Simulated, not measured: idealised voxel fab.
The name of this process module is voxel transistor to metal.
For reference, the cross-section in this document is cut, with width 210 nm and square cells of 5 nm.
The cross-sections in this document take the form of a grid made of square cells. They are written out as bands, in order from top to bottom. Each band consists of one or more rows of cells. Band entry format. Leading values: height of top, height of bottom, nm. Remainder: materials in left-to-right order, each with its width in nm. Special words: "everywhere" on a single material, which then fills the band edge to edge; "empty", empty space. Height reference: 0 = level under which incoming wafer is all one material. Lowest band: no bottom, runs on downward, e.g. "0..down". The width entry "30 to 40" should be interpreted row by row: the top row of cells in the band takes the first number, the bottom row takes the second number, and the change between adjacent rows is uniform throughout. It should be understood that the words "no modification", when stated for a given step, signify that the cross-section underwent no change in any of its cells during that step. "Trapped cavities": empty spaces of 8 cells or more with no open way to the top, each given as width x height at distance, distance from the left edge, all in nm. If you see something after the settings on a step's line, that's the simulator's own remark about that step. You can add "overlay nm" to a step's line. For a step with a mask, it describes how far the mask lay to the right of its planned position, and a negative number describes a lay to the left.

SET OUT BELOW ARE THE PLANNED STEPS OF THE PROCESS
1 RECEIVE with material Si
2 CONFORMAL_DEP with material SiO2, thk nm 5
3 CONFORMAL_DEP with material SiN, thk nm 10
4 MASKED_ETCH with tone cover, mask id ACTIVE, width nm 110, etch materials SiN, depth nm 10, overlay nm 0
5 MASKED_ETCH with tone cover, mask id ACTIVE, width nm 110, etch materials SiO2, depth nm 5, overlay nm 0
6 MASKED_ETCH with tone cover, mask id ACTIVE, width nm 110, etch materials Si, depth nm 25, overlay nm 0
7 FILL_DEP with material SiO2, thk nm 10
8 CMP with height nm 15
9 SELECTIVE_ETCH with etch materials SiO2, depth nm 5
10 STRIP with etch materials SiN
11 SELECTIVE_ETCH with etch materials SiO2, depth nm 5
12 OXIDIZE with depth nm 5
13 DIRECTIONAL_DEP with material polySi, thk nm 25
14 DIRECTIONAL_DEP with material SiCN, thk nm 15
15 MASKED_ETCH with tone cover, mask id GATE, width nm 30, etch materials SiCN, depth nm 25, overlay nm 0
16 MASKED_ETCH with tone cover, mask id GATE, width nm 30, etch materials polySi, depth nm 35, overlay nm 0
17 CONFORMAL_DEP with material SiN, thk nm 5
18 DIRECTIONAL_ETCH with etch materials SiN, depth nm 5
19 DIRECTIONAL_ETCH with etch materials SiO2, depth nm 5
20 DIRECTIONAL_ETCH with etch materials Si, depth nm 15
21 EPI with material pSi, thk nm 15
22 FILL_DEP with material SiO2, thk nm 5
23 CMP with height nm 25
24 STRIP with etch materials polySi
25 SELECTIVE_ETCH with etch materials SiO2, depth nm 5
26 CONFORMAL_DEP with material HfO2, thk nm 5
27 CONFORMAL_DEP with material TiN, thk nm 5
28 FILL_DEP with material W, thk nm 5
29 CMP with height nm 20
30 DIRECTIONAL_DEP with material SiO2, thk nm 15
31 DIRECTIONAL_DEP with material aC, thk nm 15
32 PATTERN with tone open, mask id CONTACT, material resist, width nm 15, pitch nm 75, thk nm 35, overlay nm 0
33 DIRECTIONAL_ETCH with etch materials aC, depth nm 15
34 STRIP with etch materials resist
35 DIRECTIONAL_ETCH with etch materials SiO2, depth nm 40
36 STRIP with etch materials aC
37 CONFORMAL_DEP with material TiN, thk nm 5
38 FILL_DEP with material Ru, thk nm 10
39 CMP with height nm 35
40 CONFORMAL_DEP with material SiCN, thk nm 5
41 DIRECTIONAL_DEP with material lowk, thk nm 25
42 MASKED_ETCH with tone open, mask id METAL_1, width nm 15, pitch nm 75, etch materials lowk, depth nm 25, overlay nm 0
43 MASKED_ETCH with tone open, mask id METAL_1, width nm 15, pitch nm 75, etch materials SiCN, depth nm 5, overlay nm 0
44 CONFORMAL_DEP with material TiN, thk nm 5
45 FILL_DEP with material Cu, thk nm 10
46 CMP with height nm 65
47 CONFORMAL_DEP with material SiN, thk nm 5

THIS IS THE CROSS-SECTION OF THE WAFER AS WE RECEIVED IT, I.E. AFTER STEP 1
* 0..down: Si everywhere
* Trapped cavities: none

THE FIRST OF THE TWO WAFERS AS SEEN IN CROSS-SECTION ONCE THE MODULE WAS FINISHED; PROCESSING FOLLOWED THE PLAN
* 70..65: SiN everywhere
* 65..40: lowk: 60, TiN: 5, Cu: 5, TiN: 5, lowk: 60, TiN: 5, Cu: 5, TiN: 5, lowk: 60
* 40..35: SiCN: 60, TiN: 15, SiCN: 60, TiN: 15, SiCN: 60
* 35..20: SiO2: 60, TiN: 5, Ru: 5, TiN: 5, SiO2: 60, TiN: 5, Ru: 5, TiN: 5, SiO2: 60
* 20..15: SiO2: 60, TiN: 5, Ru: 5, TiN: 5, SiO2: 10, SiN: 5, HfO2: 5, TiN: 5, W: 10, TiN: 5, HfO2: 5, SiN: 5, SiO2: 10, TiN: 5, Ru: 5, TiN: 5, SiO2: 60
* 15..10: SiO2: 60, TiN: 15, SiO2: 10, SiN: 5, HfO2: 5, TiN: 5, W: 10, TiN: 5, HfO2: 5, SiN: 5, SiO2: 10, TiN: 15, SiO2: 60
* 10..5: SiO2: 60, TiN: 10, pSi: 15, SiN: 5, HfO2: 5, TiN: 5, W: 10, TiN: 5, HfO2: 5, SiN: 5, pSi: 15, TiN: 10, SiO2: 60
* 5..0: SiO2: 45, SiN: 5, SiO2: 10, TiN: 10, pSi: 15, SiN: 5, HfO2: 5, TiN: 20, HfO2: 5, SiN: 5, pSi: 15, TiN: 10, SiO2: 10, SiN: 5, SiO2: 45
* 0..-5: SiO2: 60, TiN: 10, pSi: 15, HfO2: 40, pSi: 15, TiN: 10, SiO2: 60
* -5..-20: SiO2: 50, pSi: 35, Si: 40, pSi: 35, SiO2: 50
* -20..-25: SiO2: 50, Si: 110, SiO2: 50
* -25..down: Si everywhere
* Trapped cavities: none

CROSS-SECTION OF THE LATTER OF THE TWO WAFERS AT MODULE COMPLETION. IT HAD AN IDENTICAL START AND AN IDENTICAL PLAN TO THE FORMER; IN RUNNING IT, ONE MISTAKE WAS MADE
* 70..65: SiN everywhere
* 65..40: lowk: 60, TiN: 5, Cu: 5, TiN: 5, lowk: 60, TiN: 5, Cu: 5, TiN: 5, lowk: 60
* 40..35: SiCN: 60, TiN: 15, SiCN: 60, TiN: 15, SiCN: 60
* 35..25: Ru: 55, TiN: 5, SiO2: 15, TiN: 5, Ru: 50, TiN: 5, SiO2: 15, TiN: 5, Ru: 55
* 25..20: Ru: 55, TiN: 5, SiO2: 15, TiN: 60, SiO2: 15, TiN: 5, Ru: 55
* 20..10: Ru: 55, TiN: 5, SiO2: 15, TiN: 10, SiN: 5, HfO2: 5, TiN: 5, W: 10, TiN: 5, HfO2: 5, SiN: 5, TiN: 10, SiO2: 15, TiN: 5, Ru: 55
* 10..5: Ru: 40, TiN: 20, SiO2: 10, pSi: 15, SiN: 5, HfO2: 5, TiN: 5, W: 10, TiN: 5, HfO2: 5, SiN: 5, pSi: 15, SiO2: 10, TiN: 20, Ru: 40
* 5..0: Ru: 40, TiN: 5, SiN: 5, TiN: 10, SiO2: 10, pSi: 15, SiN: 5, HfO2: 5, TiN: 20, HfO2: 5, SiN: 5, pSi: 15, SiO2: 10, TiN: 10, SiN: 5, TiN: 5, Ru: 40
* 0..-5: TiN: 45, SiO2: 5, TiN: 10, SiO2: 10, pSi: 15, HfO2: 40, pSi: 15, SiO2: 10, TiN: 10, SiO2: 5, TiN: 45
* -5..-20: SiO2: 50, pSi: 35, Si: 40, pSi: 35, SiO2: 50
* -20..-25: SiO2: 50, Si: 110, SiO2: 50
* -25..down: Si everywhere
* Trapped cavities: none
what went wrong: step 32 off recipe, ran as PATTERN with tone cover, mask id CONTACT, material resist, width nm 15, pitch nm 75, thk nm 35, overlay nm 0
Bottom line after processing is that, in cells, the second wafer is up or down on some materials versus the first: Ru: 154 more, SiO2: 190 fewer, TiN: 36 more
